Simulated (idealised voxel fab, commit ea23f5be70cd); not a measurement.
The following is a process module called voxel transistor to metal.
It is cross-section cut that appears here, measuring 140 nm in width, its square cells being 5 nm in size.
For the purposes of this document, a cross-section shall be understood as a grid of square cells, specified as bands listed in top-to-bottom order, each band consisting of one or more rows of cells.
Look at the band entry: it leads with the top's height and the bottom's height in nm. Then it lists the materials left to right, with a width in nm for each. The word "throughout" on a single material says that material fills the band edge to edge. The word "blank" is empty space.
Height is counted from the level 0, under which the received wafer is composed throughout of one material. The lowest of the bands is not closed at the bottom but continues downward, in the notation "0 and below".
Width "30..40": first value at the band's top row of cells, second value at its bottom row, equal change from row to row.
Step note "no change" = no cross-section cell changed.
Enclosed voids (no open way to top), threshold 8 cells or more, entry "Closed empty spaces", notation width x height at distance, distance from left edge, nm.
The remark found on a step's line after its settings is issued by the simulator itself and pertains to that step.
A step line may carry the setting "overlay nm", which, for steps involving a mask, states the distance by which the mask lay to the right of its intended position; negative values denote displacement to the left.

[The steps planned for the process are as follows]
- 1: RECEIVE [material Si]
- 2: OXIDIZE [depth nm 5]
- 3: CONFORMAL_DEP [material SiN] [thk nm 15]
- 4: PATTERN [tone cover] [mask id ACTIVE] [material resist] [width nm 100] [thk nm 15] [overlay nm 0]
- 5: DIRECTIONAL_ETCH [etch materials SiN] [depth nm 15]
- 6: DIRECTIONAL_ETCH [etch materials SiO2] [depth nm 5]
- 7: DIRECTIONAL_ETCH [etch materials Si] [depth nm 30]
- 8: STRIP [etch materials resist]
- 9: OXIDIZE [depth nm 5]
- 10: FILL_DEP [material SiO2] [thk nm 10]
- 11: CMP [height nm 15]
- 12: SELECTIVE_ETCH [etch materials SiO2] [depth nm 5]
- 13: STRIP [etch materials SiN]
- 14: SELECTIVE_ETCH [etch materials SiO2] [depth nm 5]
- 15: OXIDIZE [depth nm 5]
- 16: DIRECTIONAL_DEP [material polySi] [thk nm 20]
- 17: DIRECTIONAL_DEP [material SiCN] [thk nm 15]
- 18: DIRECTIONAL_DEP [material aC] [thk nm 15]
- 19: PATTERN [tone cover] [mask id GATE] [material resist] [width nm 20] [thk nm 35] [overlay nm 0]
- 20: DIRECTIONAL_ETCH [etch materials aC] [depth nm 15]
- 21: STRIP [etch materials resist]
- 22: DIRECTIONAL_ETCH [etch materials SiCN] [depth nm 25]
- 23: DIRECTIONAL_ETCH [etch materials polySi] [depth nm 30]
- 24: STRIP [etch materials aC]
- 25: CONFORMAL_DEP [material SiN] [thk nm 10]
- 26: DIRECTIONAL_ETCH [etch materials SiN] [depth nm 10]
- 27: DIRECTIONAL_ETCH [etch materials SiO2] [depth nm 5]
- 28: DIRECTIONAL_ETCH [etch materials Si] [depth nm 15]
- 29: EPI [material nSi] [thk nm 15]
- 30: FILL_DEP [material SiO2] [thk nm 10]
- 31: CMP [height nm 30]
- 32: DIRECTIONAL_DEP [material SiO2] [thk nm 10]
- 33: DIRECTIONAL_DEP [material aC] [thk nm 15]
- 34: PATTERN [tone open] [mask id CONTACT] [material resist] [width nm 25] [pitch nm 55] [thk nm 35] [overlay nm 0]
- 35: DIRECTIONAL_ETCH [etch materials aC] [depth nm 15]
- 36: STRIP [etch materials resist]
- 37: DIRECTIONAL_ETCH [etch materials SiO2] [depth nm 50]
- 38: STRIP [etch materials aC]
- 39: CONFORMAL_DEP [material TiN] [thk nm 5]
- 40: FILL_DEP [material W] [thk nm 10]
- 41: CMP [height nm 40]
- 42: CONFORMAL_DEP [material SiN] [thk nm 5]
- 43: DIRECTIONAL_DEP [material SiO2] [thk nm 25]
- 44: MASKED_ETCH [tone open] [mask id METAL_1] [width nm 15] [pitch nm 65] [etch materials SiO2] [depth nm 25] [overlay nm 0]
- 45: MASKED_ETCH [tone open] [mask id METAL_1] [width nm 15] [pitch nm 65] [etch materials SiN] [depth nm 5] [overlay nm 0]
- 46: CONFORMAL_DEP [material TiN] [thk nm 5]
- 47: FILL_DEP [material Ru] [thk nm 10]
- 48: CMP [height nm 70]
- 49: CONFORMAL_DEP [material SiCN] [thk nm 5]
- 50: DIRECTIONAL_DEP [material lowk] [thk nm 25]
- 51: PATTERN [tone open] [mask id METAL_2] [material resist] [width nm 15] [pitch nm 65] [thk nm 15] [overlay nm 0]
- 52: DIRECTIONAL_ETCH [etch materials lowk] [depth nm 15]
- 53: STRIP [etch materials resist]
- 54: PATTERN [tone open] [mask id METAL_2_HOLES] [material resist] [width nm 15] [pitch nm 65] [thk nm 20] [overlay nm 0]
- 55: DIRECTIONAL_ETCH [etch materials lowk] [depth nm 10]
- 56: DIRECTIONAL_ETCH [etch materials SiCN] [depth nm 5]
- 57: STRIP [etch materials resist]
- 58: CONFORMAL_DEP [material TiN] [thk nm 5]
- 59: FILL_DEP [material Cu] [thk nm 10]
- 60: CMP [height nm 100]
- 61: CONFORMAL_DEP [material SiN] [thk nm 5]

[The first of a set of two wafers, run to plan]

[This is the cross-section of the wafer as we received it, i.e. after step 1]
- 0 and below | Si throughout
- Closed empty spaces: none

[Wafer after step 2 (cross-section)]
- 0 down to -5 | SiO2 throughout
- At heights below -5, the structure remains unaltered.

[Wafer after step 3 (cross-section)]
- 15 down to 0 | SiN throughout
- At heights below 0, the structure remains unaltered.

[Wafer after step 4 (cross-section)]
- 30 down to 15 | blank 20 nm, resist 100 nm, blank 20 nm
- At heights below 15, the structure remains unaltered.

[Wafer after step 5 (cross-section)]
- 30 down to 15 | blank 20 nm, resist 100 nm, blank 20 nm
- 15 down to 0 | blank 20 nm, SiN 100 nm, blank 20 nm
- At heights below 0, the structure remains unaltered.

[Wafer after step 6 (cross-section)]
- 30 down to 15 | blank 20 nm, resist 100 nm, blank 20 nm
- 15 down to 0 | blank 20 nm, SiN 100 nm, blank 20 nm
- 0 down to -5 | blank 20 nm, SiO2 100 nm, blank 20 nm
- At heights below -5, the structure remains unaltered.

[Wafer after step 7 (cross-section)]
- 30 down to 15 | blank 20 nm, resist 100 nm, blank 20 nm
- 15 down to 0 | blank 20 nm, SiN 100 nm, blank 20 nm
- 0 down to -5 | blank 20 nm, SiO2 100 nm, blank 20 nm
- -5 down to -35 | blank 20 nm, Si 100 nm, blank 20 nm
- At heights below -35, the structure remains unaltered.

[Wafer after step 8 (cross-section)]
- 15 down to 0 | blank 20 nm, SiN 100 nm, blank 20 nm
- At heights below 0, the structure remains unaltered.

[Wafer after step 9 (cross-section)]
- 15 down to 0 | blank 20 nm, SiN 100 nm, blank 20 nm
- 0 down to -5 | blank 20 nm, SiO2 100 nm, blank 20 nm
- -5 down to -35 | blank 20 nm, SiO2 5 nm, Si 90 nm, SiO2 5 nm, blank 20 nm
- -35 down to -40 | SiO2 25 nm, Si 90 nm, SiO2 25 nm
- At heights below -40, the structure remains unaltered.

[Wafer after step 10 (cross-section)]
- 25 down to 15 | SiO2 throughout
- 15 down to 0 | SiO2 20 nm, SiN 100 nm, SiO2 20 nm
- 0 down to -5 | SiO2 throughout
- -5 down to -40 | SiO2 25 nm, Si 90 nm, SiO2 25 nm
- At heights below -40, the structure remains unaltered.

[Wafer after step 11 (cross-section)]
- 15 down to 0 | SiO2 20 nm, SiN 100 nm, SiO2 20 nm
- At heights below 0, the structure remains unaltered.

[Wafer after step 12 (cross-section)]
- 15 down to 10 | blank 20 nm, SiN 100 nm, blank 20 nm
- At heights below 10, the structure remains unaltered.

[Wafer after step 13 (cross-section)]
- 10 down to 0 | SiO2 20 nm, blank 100 nm, SiO2 20 nm
- At heights below 0, the structure remains unaltered.

[Wafer after step 14 (cross-section)]
- 5 down to -5 | SiO2 15 nm, blank 110 nm, SiO2 15 nm
- At heights below -5, the structure remains unaltered.

[Wafer after step 15 (cross-section)]
- 5 down to -5 | SiO2 15 nm, blank 110 nm, SiO2 15 nm
- -5 down to -10 | SiO2 throughout
- At heights below -10, the structure remains unaltered.

[Wafer after step 16 (cross-section)]
- 25 down to 15 | polySi 15 nm, blank 110 nm, polySi 15 nm
- 15 down to 5 | polySi throughout
- 5 down to -5 | SiO2 15 nm, polySi 110 nm, SiO2 15 nm
- At heights below -5, the structure remains unaltered.

[Wafer after step 17 (cross-section)]
- 40 down to 30 | SiCN 15 nm, blank 110 nm, SiCN 15 nm
- 30 down to 25 | SiCN throughout
- 25 down to 15 | polySi 15 nm, SiCN 110 nm, polySi 15 nm
- At heights below 15, the structure remains unaltered.

[Wafer after step 18 (cross-section)]
- 55 down to 45 | aC 15 nm, blank 110 nm, aC 15 nm
- 45 down to 40 | aC throughout
- 40 down to 30 | SiCN 15 nm, aC 110 nm, SiCN 15 nm
- At heights below 30, the structure remains unaltered.

[Wafer after step 19 (cross-section)]
- 90 down to 55 | blank 60 nm, resist 20 nm, blank 60 nm
- 55 down to 45 | aC 15 nm, blank 45 nm, resist 20 nm, blank 45 nm, aC 15 nm
- At heights below 45, the structure remains unaltered.

[Wafer after step 20 (cross-section)]
- 75 down to 45 | blank 60 nm, resist 20 nm, blank 60 nm
- 45 down to 40 | blank 60 nm, aC 20 nm, blank 60 nm
- 40 down to 30 | SiCN 15 nm, blank 45 nm, aC 20 nm, blank 45 nm, SiCN 15 nm
- At heights below 30, the structure remains unaltered.

[Wafer after step 21 (cross-section)]
- 45 down to 40 | blank 60 nm, aC 20 nm, blank 60 nm
- At heights below 40, the structure remains unaltered.

[Wafer after step 22 (cross-section)]
- 45 down to 30 | blank 60 nm, aC 20 nm, blank 60 nm
- 30 down to 25 | blank 60 nm, SiCN 20 nm, blank 60 nm
- 25 down to 15 | polySi 15 nm, blank 45 nm, SiCN 20 nm, blank 45 nm, polySi 15 nm
- At heights below 15, the structure remains unaltered.

[Wafer after step 23 (cross-section)]
- 45 down to 30 | blank 60 nm, aC 20 nm, blank 60 nm
- 30 down to 15 | blank 60 nm, SiCN 20 nm, blank 60 nm
- 15 down to 5 | blank 60 nm, polySi 20 nm, blank 60 nm
- 5 down to -5 | SiO2 15 nm, blank 45 nm, polySi 20 nm, blank 45 nm, SiO2 15 nm
- At heights below -5, the structure remains unaltered.

[Wafer after step 24 (cross-section)]
- 30 down to 15 | blank 60 nm, SiCN 20 nm, blank 60 nm
- At heights below 15, the structure remains unaltered.

[Wafer after step 25 (cross-section)]
- 40 down to 30 | blank 50 nm, SiN 40 nm, blank 50 nm
- 30 down to 15 | blank 50 nm, SiN 10 nm, SiCN 20 nm, SiN 10 nm, blank 50 nm
- 15 down to 5 | SiN 25 nm, blank 25 nm, SiN 10 nm, polySi 20 nm, SiN 10 nm, blank 25 nm, SiN 25 nm
- 5 down to -5 | SiO2 15 nm, SiN 45 nm, polySi 20 nm, SiN 45 nm, SiO2 15 nm
- At heights below -5, the structure remains unaltered.

[Wafer after step 26 (cross-section)]
- 30 down to 15 | blank 50 nm, SiN 10 nm, SiCN 20 nm, SiN 10 nm, blank 50 nm
- 15 down to 5 | blank 50 nm, SiN 10 nm, polySi 20 nm, SiN 10 nm, blank 50 nm
- 5 down to -5 | SiO2 15 nm, SiN 10 nm, blank 25 nm, SiN 10 nm, polySi 20 nm, SiN 10 nm, blank 25 nm, SiN 10 nm, SiO2 15 nm
- At heights below -5, the structure remains unaltered.

[Wafer after step 27 (cross-section)]
- 30 down to 15 | blank 50 nm, SiN 10 nm, SiCN 20 nm, SiN 10 nm, blank 50 nm
- 15 down to 5 | blank 50 nm, SiN 10 nm, polySi 20 nm, SiN 10 nm, blank 50 nm
- 5 down to 0 | blank 15 nm, SiN 10 nm, blank 25 nm, SiN 10 nm, polySi 20 nm, SiN 10 nm, blank 25 nm, SiN 10 nm, blank 15 nm
- 0 down to -5 | SiO2 15 nm, SiN 10 nm, blank 25 nm, SiN 10 nm, polySi 20 nm, SiN 10 nm, blank 25 nm, SiN 10 nm, SiO2 15 nm
- -5 down to -10 | SiO2 25 nm, blank 25 nm, SiO2 40 nm, blank 25 nm, SiO2 25 nm
- At heights below -10, the structure remains unaltered.

[Wafer after step 28 (cross-section)]
- 30 down to 15 | blank 50 nm, SiN 10 nm, SiCN 20 nm, SiN 10 nm, blank 50 nm
- 15 down to 5 | blank 50 nm, SiN 10 nm, polySi 20 nm, SiN 10 nm, blank 50 nm
- 5 down to 0 | blank 15 nm, SiN 10 nm, blank 25 nm, SiN 10 nm, polySi 20 nm, SiN 10 nm, blank 25 nm, SiN 10 nm, blank 15 nm
- 0 down to -5 | SiO2 15 nm, SiN 10 nm, blank 25 nm, SiN 10 nm, polySi 20 nm, SiN 10 nm, blank 25 nm, SiN 10 nm, SiO2 15 nm
- -5 down to -10 | SiO2 25 nm, blank 25 nm, SiO2 40 nm, blank 25 nm, SiO2 25 nm
- -10 down to -25 | SiO2 25 nm, blank 25 nm, Si 40 nm, blank 25 nm, SiO2 25 nm
- At heights below -25, the structure remains unaltered.

[Wafer after step 29 (cross-section)]
- 30 down to 15 | blank 50 nm, SiN 10 nm, SiCN 20 nm, SiN 10 nm, blank 50 nm
- 15 down to 5 | blank 50 nm, SiN 10 nm, polySi 20 nm, SiN 10 nm, blank 50 nm
- 5 down to 0 | blank 15 nm, SiN 10 nm, blank 10 nm, nSi 15 nm, SiN 10 nm, polySi 20 nm, SiN 10 nm, nSi 15 nm, blank 10 nm, SiN 10 nm, blank 15 nm
- 0 down to -5 | SiO2 15 nm, SiN 10 nm, blank 10 nm, nSi 15 nm, SiN 10 nm, polySi 20 nm, SiN 10 nm, nSi 15 nm, blank 10 nm, SiN 10 nm, SiO2 15 nm
- -5 down to -10 | SiO2 25 nm, blank 10 nm, nSi 15 nm, SiO2 40 nm, nSi 15 nm, blank 10 nm, SiO2 25 nm
- -10 down to -25 | SiO2 25 nm, nSi 25 nm, Si 40 nm, nSi 25 nm, SiO2 25 nm
- At heights below -25, the structure remains unaltered.

[Wafer after step 30 (cross-section)]
- 40 down to 30 | SiO2 throughout
- 30 down to 15 | SiO2 50 nm, SiN 10 nm, SiCN 20 nm, SiN 10 nm, SiO2 50 nm
- 15 down to 5 | SiO2 50 nm, SiN 10 nm, polySi 20 nm, SiN 10 nm, SiO2 50 nm
- 5 down to -5 | SiO2 15 nm, SiN 10 nm, SiO2 10 nm, nSi 15 nm, SiN 10 nm, polySi 20 nm, SiN 10 nm, nSi 15 nm, SiO2 10 nm, SiN 10 nm, SiO2 15 nm
- -5 down to -10 | SiO2 35 nm, nSi 15 nm, SiO2 40 nm, nSi 15 nm, SiO2 35 nm
- At heights below -10, the structure remains unaltered.

[Wafer after step 31 (cross-section)]
- 30 down to 15 | SiO2 50 nm, SiN 10 nm, SiCN 20 nm, SiN 10 nm, SiO2 50 nm
- At heights below 15, the structure remains unaltered.

[Wafer after step 32 (cross-section)]
- 40 down to 30 | SiO2 throughout
- At heights below 30, the structure remains unaltered.

[Wafer after step 33 (cross-section)]
- 55 down to 40 | aC throughout
- At heights below 40, the structure remains unaltered.

[Wafer after step 34 (cross-section)]
- 90 down to 55 | resist 30 nm, blank 25 nm, resist 30 nm, blank 25 nm, resist 30 nm
- At heights below 55, the structure remains unaltered.

[Wafer after step 35 (cross-section)]
- 75 down to 55 | resist 30 nm, blank 25 nm, resist 30 nm, blank 25 nm, resist 30 nm
- 55 down to 40 | aC 30 nm, blank 25 nm, aC 30 nm, blank 25 nm, aC 30 nm
- At heights below 40, the structure remains unaltered.

[Wafer after step 36 (cross-section)]
- 55 down to 40 | aC 30 nm, blank 25 nm, aC 30 nm, blank 25 nm, aC 30 nm
- At heights below 40, the structure remains unaltered.

[Wafer after step 37 (cross-section)]
- 55 down to 40 | aC 30 nm, blank 25 nm, aC 30 nm, blank 25 nm, aC 30 nm
- 40 down to 30 | SiO2 30 nm, blank 25 nm, SiO2 30 nm, blank 25 nm, SiO2 30 nm
- 30 down to 15 | SiO2 30 nm, blank 20 nm, SiN 10 nm, SiCN 20 nm, SiN 10 nm, blank 20 nm, SiO2 30 nm
- 15 down to 5 | SiO2 30 nm, blank 20 nm, SiN 10 nm, polySi 20 nm, SiN 10 nm, blank 20 nm, SiO2 30 nm
- 5 down to -5 | SiO2 15 nm, SiN 10 nm, SiO2 5 nm, blank 5 nm, nSi 15 nm, SiN 10 nm, polySi 20 nm, SiN 10 nm, nSi 15 nm, blank 5 nm, SiO2 5 nm, SiN 10 nm, SiO2 15 nm
- -5 down to -10 | SiO2 30 nm, blank 5 nm, nSi 15 nm, SiO2 40 nm, nSi 15 nm, blank 5 nm, SiO2 30 nm
- At heights below -10, the structure remains unaltered.

[Wafer after step 38 (cross-section)]
- 40 down to 30 | SiO2 30 nm, blank 25 nm, SiO2 30 nm, blank 25 nm, SiO2 30 nm
- At heights below 30, the structure remains unaltered.

[Wafer after step 39 (cross-section)]
- 45 down to 40 | TiN 35 nm, blank 15 nm, TiN 40 nm, blank 15 nm, TiN 35 nm
- 40 down to 30 | SiO2 30 nm, TiN 5 nm, blank 15..10 nm, TiN 5..10 nm, SiO2 30 nm, TiN 5..10 nm, blank 15..10 nm, TiN 5 nm, SiO2 30 nm
- 30 down to 15 | SiO2 30 nm, TiN 5 nm, blank 10 nm, TiN 5 nm, SiN 10 nm, SiCN 20 nm, SiN 10 nm, TiN 5 nm, blank 10 nm, TiN 5 nm, SiO2 30 nm
- 15 down to 10 | SiO2 30 nm, TiN 5 nm, blank 10 nm, TiN 5 nm, SiN 10 nm, polySi 20 nm, SiN 10 nm, TiN 5 nm, blank 10 nm, TiN 5 nm, SiO2 30 nm
- 10 down to 5 | SiO2 30 nm, TiN 20 nm, SiN 10 nm, polySi 20 nm, SiN 10 nm, TiN 20 nm, SiO2 30 nm
- 5 down to -5 | SiO2 15 nm, SiN 10 nm, SiO2 5 nm, TiN 5 nm, nSi 15 nm, SiN 10 nm, polySi 20 nm, SiN 10 nm, nSi 15 nm, TiN 5 nm, SiO2 5 nm, SiN 10 nm, SiO2 15 nm
- -5 down to -10 | SiO2 30 nm, TiN 5 nm, nSi 15 nm, SiO2 40 nm, nSi 15 nm, TiN 5 nm, SiO2 30 nm
- At heights below -10, the structure remains unaltered.

[Wafer after step 40 (cross-section)]
- 55 down to 45 | W throughout
- 45 down to 40 | TiN 35 nm, W 15 nm, TiN 40 nm, W 15 nm, TiN 35 nm
- 40 down to 30 | SiO2 30 nm, TiN 5 nm, W 15..10 nm, TiN 5..10 nm, SiO2 30 nm, TiN 5..10 nm, W 15..10 nm, TiN 5 nm, SiO2 30 nm
- 30 down to 15 | SiO2 30 nm, TiN 5 nm, W 10 nm, TiN 5 nm, SiN 10 nm, SiCN 20 nm, SiN 10 nm, TiN 5 nm, W 10 nm, TiN 5 nm, SiO2 30 nm
- 15 down to 10 | SiO2 30 nm, TiN 5 nm, W 10 nm, TiN 5 nm, SiN 10 nm, polySi 20 nm, SiN 10 nm, TiN 5 nm, W 10 nm, TiN 5 nm, SiO2 30 nm
- At heights below 10, the structure remains unaltered.

[Wafer after step 41 (cross-section)]
- 40 down to 30 | SiO2 30 nm, TiN 5 nm, W 15..10 nm, TiN 5..10 nm, SiO2 30 nm, TiN 5..10 nm, W 15..10 nm, TiN 5 nm, SiO2 30 nm
- At heights below 30, the structure remains unaltered.

[Wafer after step 42 (cross-section)]
- 45 down to 40 | SiN throughout
- At heights below 40, the structure remains unaltered.

[Wafer after step 43 (cross-section)]
- 70 down to 45 | SiO2 throughout
- At heights below 45, the structure remains unaltered.

[Wafer after step 44 (cross-section)]
- 70 down to 45 | SiO2 30 nm, blank 15 nm, SiO2 50 nm, blank 15 nm, SiO2 30 nm
- At heights below 45, the structure remains unaltered.

[Wafer after step 45 (cross-section)]
- 70 down to 45 | SiO2 30 nm, blank 15 nm, SiO2 50 nm, blank 15 nm, SiO2 30 nm
- 45 down to 40 | SiN 30 nm, blank 15 nm, SiN 50 nm, blank 15 nm, SiN 30 nm
- At heights below 40, the structure remains unaltered.

[Wafer after step 46 (cross-section)]
- 75 down to 70 | TiN 35 nm, blank 5 nm, TiN 60 nm, blank 5 nm, TiN 35 nm
- 70 down to 45 | SiO2 30 nm, TiN 5 nm, blank 5 nm, TiN 5 nm, SiO2 50 nm, TiN 5 nm, blank 5 nm, TiN 5 nm, SiO2 30 nm
- 45 down to 40 | SiN 30 nm, TiN 15 nm, SiN 50 nm, TiN 15 nm, SiN 30 nm
- At heights below 40, the structure remains unaltered.

[Wafer after step 47 (cross-section)]
- 85 down to 75 | Ru throughout
- 75 down to 70 | TiN 35 nm, Ru 5 nm, TiN 60 nm, Ru 5 nm, TiN 35 nm
- 70 down to 45 | SiO2 30 nm, TiN 5 nm, Ru 5 nm, TiN 5 nm, SiO2 50 nm, TiN 5 nm, Ru 5 nm, TiN 5 nm, SiO2 30 nm
- At heights below 45, the structure remains unaltered.

[Wafer after step 48 (cross-section)]
- 70 down to 45 | SiO2 30 nm, TiN 5 nm, Ru 5 nm, TiN 5 nm, SiO2 50 nm, TiN 5 nm, Ru 5 nm, TiN 5 nm, SiO2 30 nm
- At heights below 45, the structure remains unaltered.

[Wafer after step 49 (cross-section)]
- 75 down to 70 | SiCN throughout
- At heights below 70, the structure remains unaltered.

[Wafer after step 50 (cross-section)]
- 100 down to 75 | lowk throughout
- At heights below 75, the structure remains unaltered.

[Wafer after step 51 (cross-section)]
- 115 down to 100 | resist 30 nm, blank 15 nm, resist 50 nm, blank 15 nm, resist 30 nm
- At heights below 100, the structure remains unaltered.

[Wafer after step 52 (cross-section)]
- 115 down to 100 | resist 30 nm, blank 15 nm, resist 50 nm, blank 15 nm, resist 30 nm
- 100 down to 85 | lowk 30 nm, blank 15 nm, lowk 50 nm, blank 15 nm, lowk 30 nm
- At heights below 85, the structure remains unaltered.

[Wafer after step 53 (cross-section)]
- 100 down to 85 | lowk 30 nm, blank 15 nm, lowk 50 nm, blank 15 nm, lowk 30 nm
- At heights below 85, the structure remains unaltered.

[Wafer after step 54 (cross-section)]
- 120 down to 100 | resist 30 nm, blank 15 nm, resist 50 nm, blank 15 nm, resist 30 nm
- At heights below 100, the structure remains unaltered.

[Wafer after step 55 (cross-section)]
- 120 down to 100 | resist 30 nm, blank 15 nm, resist 50 nm, blank 15 nm, resist 30 nm
- 100 down to 75 | lowk 30 nm, blank 15 nm, lowk 50 nm, blank 15 nm, lowk 30 nm
- At heights below 75, the structure remains unaltered.

[Wafer after step 56 (cross-section)]
- 120 down to 100 | resist 30 nm, blank 15 nm, resist 50 nm, blank 15 nm, resist 30 nm
- 100 down to 75 | lowk 30 nm, blank 15 nm, lowk 50 nm, blank 15 nm, lowk 30 nm
- 75 down to 70 | SiCN 30 nm, blank 15 nm, SiCN 50 nm, blank 15 nm, SiCN 30 nm
- At heights below 70, the structure remains unaltered.

[Wafer after step 57 (cross-section)]
- 100 down to 75 | lowk 30 nm, blank 15 nm, lowk 50 nm, blank 15 nm, lowk 30 nm
- At heights below 75, the structure remains unaltered.

[Wafer after step 58 (cross-section)]
- 105 down to 100 | TiN 35 nm, blank 5 nm, TiN 60 nm, blank 5 nm, TiN 35 nm
- 100 down to 75 | lowk 30 nm, TiN 5 nm, blank 5 nm, TiN 5 nm, lowk 50 nm, TiN 5 nm, blank 5 nm, TiN 5 nm, lowk 30 nm
- 75 down to 70 | SiCN 30 nm, TiN 15 nm, SiCN 50 nm, TiN 15 nm, SiCN 30 nm
- At heights below 70, the structure remains unaltered.

[Wafer after step 59 (cross-section)]
- 115 down to 105 | Cu throughout
- 105 down to 100 | TiN 35 nm, Cu 5 nm, TiN 60 nm, Cu 5 nm, TiN 35 nm
- 100 down to 75 | lowk 30 nm, TiN 5 nm, Cu 5 nm, TiN 5 nm, lowk 50 nm, TiN 5 nm, Cu 5 nm, TiN 5 nm, lowk 30 nm
- At heights below 75, the structure remains unaltered.

[Wafer after step 60 (cross-section)]
- 100 down to 75 | lowk 30 nm, TiN 5 nm, Cu 5 nm, TiN 5 nm, lowk 50 nm, TiN 5 nm, Cu 5 nm, TiN 5 nm, lowk 30 nm
- At heights below 75, the structure remains unaltered.

[Wafer after step 61 (cross-section)]
- 105 down to 100 | SiN throughout
- At heights below 100, the structure remains unaltered.

[The remaining wafer, second of the two, started like the first and was run to the same plan, except that one mistake was made along the way; the two coincide through step 47, inclusive]

Second wafer at the planned finish of step 48, seen in cross-section: no change

[Second wafer at the planned finish of step 49, seen in cross-section]
- 90 down to 85 | SiCN throughout
- At heights below 85, the structure remains unaltered.

[Second wafer at the planned finish of step 50, seen in cross-section]
- 115 down to 90 | lowk throughout
- At heights below 90, the structure remains unaltered.

[Second wafer at the planned finish of step 51, seen in cross-section]
- 130 down to 115 | resist 30 nm, blank 15 nm, resist 50 nm, blank 15 nm, resist 30 nm
- At heights below 115, the structure remains unaltered.

[Second wafer at the planned finish of step 52, seen in cross-section]
- 130 down to 115 | resist 30 nm, blank 15 nm, resist 50 nm, blank 15 nm, resist 30 nm
- 115 down to 100 | lowk 30 nm, blank 15 nm, lowk 50 nm, blank 15 nm, lowk 30 nm
- At heights below 100, the structure remains unaltered.

[Second wafer at the planned finish of step 53, seen in cross-section]
- 115 down to 100 | lowk 30 nm, blank 15 nm, lowk 50 nm, blank 15 nm, lowk 30 nm
- At heights below 100, the structure remains unaltered.

[Second wafer at the planned finish of step 54, seen in cross-section]
- 135 down to 115 | resist 30 nm, blank 15 nm, resist 50 nm, blank 15 nm, resist 30 nm
- At heights below 115, the structure remains unaltered.

[Second wafer at the planned finish of step 55, seen in cross-section]
- 135 down to 115 | resist 30 nm, blank 15 nm, resist 50 nm, blank 15 nm, resist 30 nm
- 115 down to 90 | lowk 30 nm, blank 15 nm, lowk 50 nm, blank 15 nm, lowk 30 nm
- At heights below 90, the structure remains unaltered.

[Second wafer at the planned finish of step 56, seen in cross-section]
- 135 down to 115 | resist 30 nm, blank 15 nm, resist 50 nm, blank 15 nm, resist 30 nm
- 115 down to 90 | lowk 30 nm, blank 15 nm, lowk 50 nm, blank 15 nm, lowk 30 nm
- 90 down to 85 | SiCN 30 nm, blank 15 nm, SiCN 50 nm, blank 15 nm, SiCN 30 nm
- At heights below 85, the structure remains unaltered.

[Second wafer at the planned finish of step 57, seen in cross-section]
- 115 down to 90 | lowk 30 nm, blank 15 nm, lowk 50 nm, blank 15 nm, lowk 30 nm
- At heights below 90, the structure remains unaltered.

[Second wafer at the planned finish of step 58, seen in cross-section]
- 120 down to 115 | TiN 35 nm, blank 5 nm, TiN 60 nm, blank 5 nm, TiN 35 nm
- 115 down to 90 | lowk 30 nm, TiN 5 nm, blank 5 nm, TiN 5 nm, lowk 50 nm, TiN 5 nm, blank 5 nm, TiN 5 nm, lowk 30 nm
- 90 down to 85 | SiCN 30 nm, TiN 15 nm, SiCN 50 nm, TiN 15 nm, SiCN 30 nm
- At heights below 85, the structure remains unaltered.

[Second wafer at the planned finish of step 59, seen in cross-section]
- 130 down to 120 | Cu throughout
- 120 down to 115 | TiN 35 nm, Cu 5 nm, TiN 60 nm, Cu 5 nm, TiN 35 nm
- 115 down to 90 | lowk 30 nm, TiN 5 nm, Cu 5 nm, TiN 5 nm, lowk 50 nm, TiN 5 nm, Cu 5 nm, TiN 5 nm, lowk 30 nm
- At heights below 90, the structure remains unaltered.

[Second wafer at the planned finish of step 60, seen in cross-section]
- 100 down to 90 | lowk 30 nm, TiN 5 nm, Cu 5 nm, TiN 5 nm, lowk 50 nm, TiN 5 nm, Cu 5 nm, TiN 5 nm, lowk 30 nm
- At heights below 90, the structure remains unaltered.

[Second wafer at the planned finish of step 61, seen in cross-section]
- 105 down to 100 | SiN throughout
- At heights below 100, the structure remains unaltered.
Diagnosis: the run left out plan step 48 entirely, so it was never executed
Materials where the second wafer ends with more or fewer cells than the first: Cu -6; Ru +58; TiN +14; lowk -66
